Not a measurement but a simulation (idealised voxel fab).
Title: Process Module voxel self aligned contacts
Each square cell in cross-section cut measures 5 nm, and the section as a whole is 200 nm wide.
For the purposes of this document, a cross-section shall be understood as a grid of square cells, specified as bands listed in top-to-bottom order, each band consisting of one or more rows of cells. Quick guide to a band line: top height, bottom height (nm) up front; then every material left to right with its width in nm. Only one material and it's marked "throughout"? Then it fills the band edge to edge. And "empty" just means empty space. All heights in this document are referenced to 0, defined as the level beneath which the wafer, as received, consists entirely of one material. The lowest band is not bounded below; it extends indefinitely downward and is written in the form "0 -> down". When a width is written as two numbers, as in "30..40", the first number is the width in the top row of cells of the band and the second is the width in its bottom row, and the width changes by the same amount from each row to the next. For the purposes of this document, the phrase "no alteration" attached to a step denotes that no cell within the cross-section was modified by that step. Voids not open to the top, 8 cells minimum: see "Cavities, sealed". Written width x height at distance; distance is from the left edge; nm. Heads up: the bit after the settings on a step's line is the simulator's remark on that step. Regarding "overlay nm": on a step with a mask, it is the distance the mask lay to the right of its planned place; a negative value places it to the left.

## The following list gives the planned process steps
1. op RECEIVE | material Si
2. op OXIDIZE | depth nm 5
3. op DIRECTIONAL_DEP | material polySi | thk nm 25
4. op DIRECTIONAL_DEP | material SiN | thk nm 20
5. op MASKED_ETCH | tone cover | mask id GATE | width nm 25 | pitch nm 70 | etch materials SiN | depth nm 20 | overlay nm 0
6. op MASKED_ETCH | tone cover | mask id GATE | width nm 25 | pitch nm 70 | etch materials polySi | depth nm 25 | overlay nm 0
7. op CONFORMAL_DEP | material SiN | thk nm 10
8. op DIRECTIONAL_ETCH | etch materials SiN | depth nm 10
9. op FILL_DEP | material SiO2 | thk nm 15
10. op CMP | height nm 55
11. op DIRECTIONAL_DEP | material aC | thk nm 10
12. op PATTERN | tone open | mask id CONTACT | material resist | width nm 55 | pitch nm 70 | thk nm 25 | overlay nm -15
13. op DIRECTIONAL_ETCH | etch materials aC | depth nm 10
14. op STRIP | etch materials resist
15. op DIRECTIONAL_ETCH | etch materials SiO2 | depth nm 60
16. op STRIP | etch materials aC
17. op CONFORMAL_DEP | material TiN | thk nm 5
18. op FILL_DEP | material W | thk nm 5
19. op CMP | height nm 55
20. op CONFORMAL_DEP | material SiCN | thk nm 5
All wafers enter the flow in the same state. The overlay nm at step 12 differs from wafer to wafer, and the plan gives the value for the first wafer.

## Cross-section, first of several wafers, as delivered after step 1
- 0 -> down | Si throughout
- Cavities, sealed: none

## Below: a row per wafer. Contents at end of module: for every material, cells gained since receipt (+) or lost since receipt (-); then closed voids
overlay nm -15; -40 Si; +40 SiCN; +168 SiN; +93 SiO2; +66 TiN; +78 W; +75 polySi; Cavities, sealed: none
overlay nm -10; -40 Si; +40 SiCN; +168 SiN; +93 SiO2; +66 TiN; +78 W; +75 polySi; Cavities, sealed: none
overlay nm -5; -40 Si; +40 SiCN; +168 SiN; +93 SiO2; +66 TiN; +78 W; +75 polySi; Cavities, sealed: none
overlay nm 0; -40 Si; +40 SiCN; +168 SiN; +93 SiO2; +66 TiN; +78 W; +75 polySi; Cavities, sealed: none
overlay nm 5; -40 Si; +40 SiCN; +168 SiN; +93 SiO2; +66 TiN; +78 W; +75 polySi; Cavities, sealed: none
overlay nm 10; -40 Si; +40 SiCN; +168 SiN; +93 SiO2; +66 TiN; +78 W; +75 polySi; Cavities, sealed: none
overlay nm 15; -40 Si; +40 SiCN; +168 SiN; +93 SiO2; +66 TiN; +78 W; +75 polySi; Cavities, sealed: none
